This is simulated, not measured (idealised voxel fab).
The process module presented herein is designated voxel quadruple lines.
Shown is cross-section cut, with a width of 140 nm and square cells of size 5 nm.
A cross-section in this document is a grid of square cells, and it is written down as bands, the top band listed before the ones below it; a band is made up of one or more rows of cells.
A band entry consists of two parts. The first gives the height of the band's top and the height of its bottom, in nm. The rest lists the band's materials from left to right, each with its width in nm. A single material labelled with the word "everywhere" fills the band from edge to edge, and the word "blank" marks empty space.
Height 0 is the level under which the wafer as received is all one material. The lowest band goes on downwards, as in "0 -> down".
A two-number width, for instance "30->40", indicates that the width is equal to the first number in the top row of the band and to the second number in the bottom row, and that it changes by a constant amount per row of cells.
You'll sometimes find "nothing got changed" written for a step, and that's the way of saying that nowhere in the cross-section did a cell change during that step.
"Enclosed cavities": sealed empty spaces, 8 cells or more, no open way to top, listed width x height at distance, with distance from the left edge and width, height and distance in nm.
On a step's line, text after the settings is the simulator commenting on that step.
"overlay nm" denotes, for a step that has a mask, the displacement of the mask to the right of its planned place, with negative values corresponding to the left.

[Here's what the planned process steps look like]
1) RECEIVE, material Si
2) CONFORMAL_DEP, material SiO2, thk nm 5
3) DIRECTIONAL_DEP, material TiN, thk nm 10
4) DIRECTIONAL_DEP, material polySi, thk nm 15
5) DIRECTIONAL_DEP, material aC, thk nm 20
6) PATTERN, tone cover, mask id MANDREL, material resist, width nm 35, thk nm 25, overlay nm 0
7) DIRECTIONAL_ETCH, etch materials aC, depth nm 20
8) STRIP, etch materials resist
9) CONFORMAL_DEP, material SiO2, thk nm 15
10) DIRECTIONAL_ETCH, etch materials SiO2, depth nm 15
11) STRIP, etch materials aC
12) DIRECTIONAL_ETCH, etch materials polySi, depth nm 15
13) STRIP, etch materials SiO2
14) CONFORMAL_DEP, material SiCN, thk nm 10
15) DIRECTIONAL_ETCH, etch materials SiCN, depth nm 10
16) STRIP, etch materials polySi
17) DIRECTIONAL_ETCH, etch materials TiN, depth nm 10
18) STRIP, etch materials SiCN
19) FILL_DEP, material SiO2, thk nm 10
20) CMP, height nm 15

[Cross-section of the wafer at receipt, which is the condition after step 1]
> 0 -> down: Si everywhere
> Enclosed cavities: none

[Module complete, cross-section. Starting point and plan per above. One mistake made in running the module]
> 15 -> 10: SiO2 everywhere
> 10 -> 0: SiO2=25  TiN=10  SiO2=15  TiN=10  SiO2=15  TiN=10  SiO2=15  TiN=10  SiO2=30
> 0 -> down: Si everywhere
> Enclosed cavities: none
It is concluded that the wafer was processed incorrectly with respect to the plan, in that step 2 of the plan was bypassed and not carried out
